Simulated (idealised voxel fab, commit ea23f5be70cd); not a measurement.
process module | voxel transistor to metal
cross-section cut | 300 nm wide | cells 5 nm
A cross-section is a grid of square cells, given in bands from the top down. A band is one or more rows of cells.
Each band's line starts with the height of the band's top and of its bottom, in nm. Then come its materials from left to right, each with its width in nm. One material with "throughout" fills the band from edge to edge. "air" is empty space.
Height 0 is the level under which the wafer as received is all one material. The lowest band goes on downwards, as in "0 down".
A width such as "30 to 40" changes by the same amount from each row of cells to the next, from the band's top row to its bottom row.
"no change" after a step means that no cell of the cross-section changed.
closed voids: empty space of 8 cells or more with no open way to the top, each as width x height at its distance from the left edge, in nm
after a step's settings: what the simulator itself notes on the step
overlay nm, on a step with a mask: how far to the right of its planned place the mask lay; to the left if negative
plan
1 op RECEIVE | material Si
2 op CONFORMAL_DEP | material SiO2 | thk nm 5
3 op CONFORMAL_DEP | material SiN | thk nm 10
4 op DIRECTIONAL_DEP | material aC | thk nm 15
5 op PATTERN | tone cover | mask id ACTIVE | material resist | width nm 105 | pitch nm 135 | thk nm 30 | overlay nm 0
6 op DIRECTIONAL_ETCH | etch materials aC | depth nm 15
7 op STRIP | etch materials resist
8 op DIRECTIONAL_ETCH | etch materials SiN | depth nm 10
9 op DIRECTIONAL_ETCH | etch materials SiO2 | depth nm 5
10 op DIRECTIONAL_ETCH | etch materials Si | depth nm 35
11 op STRIP | etch materials aC
12 op FILL_DEP | material SiO2 | thk nm 15
13 op CMP | height nm 15
14 op SELECTIVE_ETCH | etch materials SiO2 | depth nm 5
15 op STRIP | etch materials SiN
16 op SELECTIVE_ETCH | etch materials SiO2 | depth nm 5
17 op OXIDIZE | depth nm 5
18 op DIRECTIONAL_DEP | material polySi | thk nm 20
19 op DIRECTIONAL_DEP | material SiCN | thk nm 15
20 op DIRECTIONAL_DEP | material aC | thk nm 15
21 op PATTERN | tone cover | mask id GATE | material resist | width nm 25 | pitch nm 135 | thk nm 30 | overlay nm 0
22 op DIRECTIONAL_ETCH | etch materials aC | depth nm 15
23 op STRIP | etch materials resist
24 op DIRECTIONAL_ETCH | etch materials SiCN | depth nm 25
25 op DIRECTIONAL_ETCH | etch materials polySi | depth nm 30
26 op STRIP | etch materials aC
27 op CONFORMAL_DEP | material SiO2 | thk nm 5
28 op DIRECTIONAL_ETCH | etch materials SiO2 | depth nm 5
29 op CONFORMAL_DEP | material SiN | thk nm 5
30 op DIRECTIONAL_ETCH | etch materials SiN | depth nm 5
31 op DIRECTIONAL_ETCH | etch materials SiO2 | depth nm 5
32 op DIRECTIONAL_ETCH | etch materials Si | depth nm 15
33 op EPI | material nSi | thk nm 15
34 op FILL_DEP | material SiO2 | thk nm 10
35 op CMP | height nm 35
36 op DIRECTIONAL_DEP | material SiO2 | thk nm 15
37 op PATTERN | tone open | mask id CONTACT | material resist | width nm 20 | thk nm 15 | overlay nm 0
38 op DIRECTIONAL_ETCH | etch materials SiO2 | depth nm 40
39 op STRIP | etch materials resist
40 op CONFORMAL_DEP | material TiN | thk nm 5
41 op FILL_DEP | material W | thk nm 5
42 op CMP | height nm 50
43 op CONFORMAL_DEP | material SiCN | thk nm 5
44 op DIRECTIONAL_DEP | material SiO2 | thk nm 25
45 op PATTERN | tone open | mask id METAL_1 | material resist | width nm 20 | thk nm 15 | overlay nm 0
46 op DIRECTIONAL_ETCH | etch materials SiO2 | depth nm 25
47 op DIRECTIONAL_ETCH | etch materials SiCN | depth nm 5
48 op STRIP | etch materials resist
49 op CONFORMAL_DEP | material TiN | thk nm 5
50 op FILL_DEP | material W | thk nm 10
51 op CMP | height nm 80
52 op CONFORMAL_DEP | material SiCN | thk nm 5
as received, after step 1
  0 down: Si throughout
  closed voids: none
first wafer at the end, as planned
  85 to 80: SiCN throughout
  80 to 55: SiO2 35 | TiN 5 | W 10 | TiN 5 | SiO2 55 | TiN 5 | W 10 | TiN 5 | SiO2 40 | TiN 5 | W 10 | TiN 5 | SiO2 55 | TiN 5 | W 10 | TiN 5 | SiO2 35
  55 to 50: SiCN 35 | TiN 20 | SiCN 55 | TiN 20 | SiCN 40 | TiN 20 | SiCN 55 | TiN 20 | SiCN 35
  50 to 35: SiO2 35 | TiN 5 | W 10 | TiN 5 | SiO2 55 | TiN 5 | W 10 | TiN 5 | SiO2 40 | TiN 5 | W 10 | TiN 5 | SiO2 55 | TiN 5 | W 10 | TiN 5 | SiO2 35
  35 to 20: SiO2 35 | TiN 5 | W 10 | TiN 5 | SiO2 5 | SiN 5 | SiO2 5 | SiCN 25 | SiO2 5 | SiN 5 | SiO2 5 | TiN 5 | W 10 | TiN 5 | SiO2 40 | TiN 5 | W 10 | TiN 5 | SiO2 5 | SiN 5 | SiO2 5 | SiCN 25 | SiO2 5 | SiN 5 | SiO2 5 | TiN 5 | W 10 | TiN 5 | SiO2 35
  20 to 15: SiO2 35 | TiN 5 | W 10 | TiN 5 | SiO2 5 | SiN 5 | SiO2 5 | polySi 25 | SiO2 5 | SiN 5 | SiO2 5 | TiN 5 | W 10 | TiN 5 | SiO2 40 | TiN 5 | W 10 | TiN 5 | SiO2 5 | SiN 5 | SiO2 5 | polySi 25 | SiO2 5 | SiN 5 | SiO2 5 | TiN 5 | W 10 | TiN 5 | SiO2 35
  15 to 10: SiO2 35 | TiN 20 | SiO2 5 | SiN 5 | SiO2 5 | polySi 25 | SiO2 5 | SiN 5 | SiO2 5 | TiN 20 | SiO2 40 | TiN 20 | SiO2 5 | SiN 5 | SiO2 5 | polySi 25 | SiO2 5 | SiN 5 | SiO2 5 | TiN 20 | SiO2 35
  10 to 5: SiO2 30 | nSi 30 | SiN 5 | SiO2 5 | polySi 25 | SiO2 5 | SiN 5 | nSi 30 | SiO2 30 | nSi 30 | SiN 5 | SiO2 5 | polySi 25 | SiO2 5 | SiN 5 | nSi 30 | SiO2 30
  5 to 0: SiO2 30 | SiN 5 | nSi 25 | SiN 5 | SiO2 5 | polySi 25 | SiO2 5 | SiN 5 | nSi 25 | SiN 5 | SiO2 30 | SiN 5 | nSi 25 | SiN 5 | SiO2 5 | polySi 25 | SiO2 5 | SiN 5 | nSi 25 | SiN 5 | SiO2 30
  0 to -5: SiO2 35 | nSi 25 | SiO2 45 | nSi 25 | SiO2 40 | nSi 25 | SiO2 45 | nSi 25 | SiO2 35
  -5 to -20: SiO2 30 | Si 5 | nSi 25 | Si 45 | nSi 25 | Si 5 | SiO2 30 | Si 5 | nSi 25 | Si 45 | nSi 25 | Si 5 | SiO2 30
  -20 to -35: SiO2 30 | Si 105 | SiO2 30 | Si 105 | SiO2 30
  -35 down: Si throughout
  closed voids: none
second wafer at the end: like start, like plan, one mistake
  85 to 80: SiCN throughout
  80 to 55: SiO2 35 | TiN 5 | W 10 | TiN 5 | SiO2 55 | TiN 5 | W 10 | TiN 5 | SiO2 40 | TiN 5 | W 10 | TiN 5 | SiO2 55 | TiN 5 | W 10 | TiN 5 | SiO2 35
  55 to 50: SiCN 35 | TiN 20 | SiCN 55 | TiN 20 | SiCN 40 | TiN 20 | SiCN 55 | TiN 20 | SiCN 35
  50 to 35: SiO2 35 | TiN 5 | W 10 | TiN 5 | SiO2 55 | TiN 5 | W 10 | TiN 5 | SiO2 40 | TiN 5 | W 10 | TiN 5 | SiO2 55 | TiN 5 | W 10 | TiN 5 | SiO2 35
  35 to 20: SiO2 35 | TiN 5 | W 10 | TiN 5 | SiO2 5 | SiN 5 | SiO2 5 | SiCN 25 | SiO2 5 | SiN 5 | SiO2 5 | TiN 5 | W 10 | TiN 5 | SiO2 40 | TiN 5 | W 10 | TiN 5 | SiO2 5 | SiN 5 | SiO2 5 | SiCN 25 | SiO2 5 | SiN 5 | SiO2 5 | TiN 5 | W 10 | TiN 5 | SiO2 35
  20 to 15: SiO2 35 | TiN 5 | W 10 | TiN 5 | SiO2 5 | SiN 5 | SiO2 5 | polySi 25 | SiO2 5 | SiN 5 | SiO2 5 | TiN 5 | W 10 | TiN 5 | SiO2 40 | TiN 5 | W 10 | TiN 5 | SiO2 5 | SiN 5 | SiO2 5 | polySi 25 | SiO2 5 | SiN 5 | SiO2 5 | TiN 5 | W 10 | TiN 5 | SiO2 35
  15 to 10: SiO2 35 | TiN 20 | SiO2 5 | SiN 5 | SiO2 5 | polySi 25 | SiO2 5 | SiN 5 | SiO2 5 | TiN 20 | SiO2 40 | TiN 20 | SiO2 5 | SiN 5 | SiO2 5 | polySi 25 | SiO2 5 | SiN 5 | SiO2 5 | TiN 20 | SiO2 35
  10 to 5: SiO2 45 | nSi 15 | SiN 5 | SiO2 5 | polySi 25 | SiO2 5 | SiN 5 | nSi 15 | SiO2 60 | nSi 15 | SiN 5 | SiO2 5 | polySi 25 | SiO2 5 | SiN 5 | nSi 15 | SiO2 45
  5 to 0: SiO2 25 | SiN 5 | nSi 30 | SiN 5 | SiO2 5 | polySi 25 | SiO2 5 | SiN 5 | nSi 30 | SiN 5 | SiO2 20 | SiN 5 | nSi 30 | SiN 5 | SiO2 5 | polySi 25 | SiO2 5 | SiN 5 | nSi 30 | SiN 5 | SiO2 25
  0 to -5: SiO2 30 | nSi 30 | SiO2 45 | nSi 30 | SiO2 30 | nSi 30 | SiO2 45 | nSi 30 | SiO2 30
  -5 to -10: SiO2 35 | nSi 25 | Si 45 | nSi 25 | SiO2 40 | nSi 25 | Si 45 | nSi 25 | SiO2 35
  -10 to -20: SiO2 30 | Si 5 | nSi 25 | Si 45 | nSi 25 | Si 5 | SiO2 30 | Si 5 | nSi 25 | Si 45 | nSi 25 | Si 5 | SiO2 30
  -20 to -35: SiO2 30 | Si 105 | SiO2 30 | Si 105 | SiO2 30
  -35 down: Si throughout
  closed voids: none
what went wrong: steps 14 and 15 were swapped
at the end the second wafer has, in cells: 4 fewer of Si | 8 more of SiO2 | 4 fewer of nSi
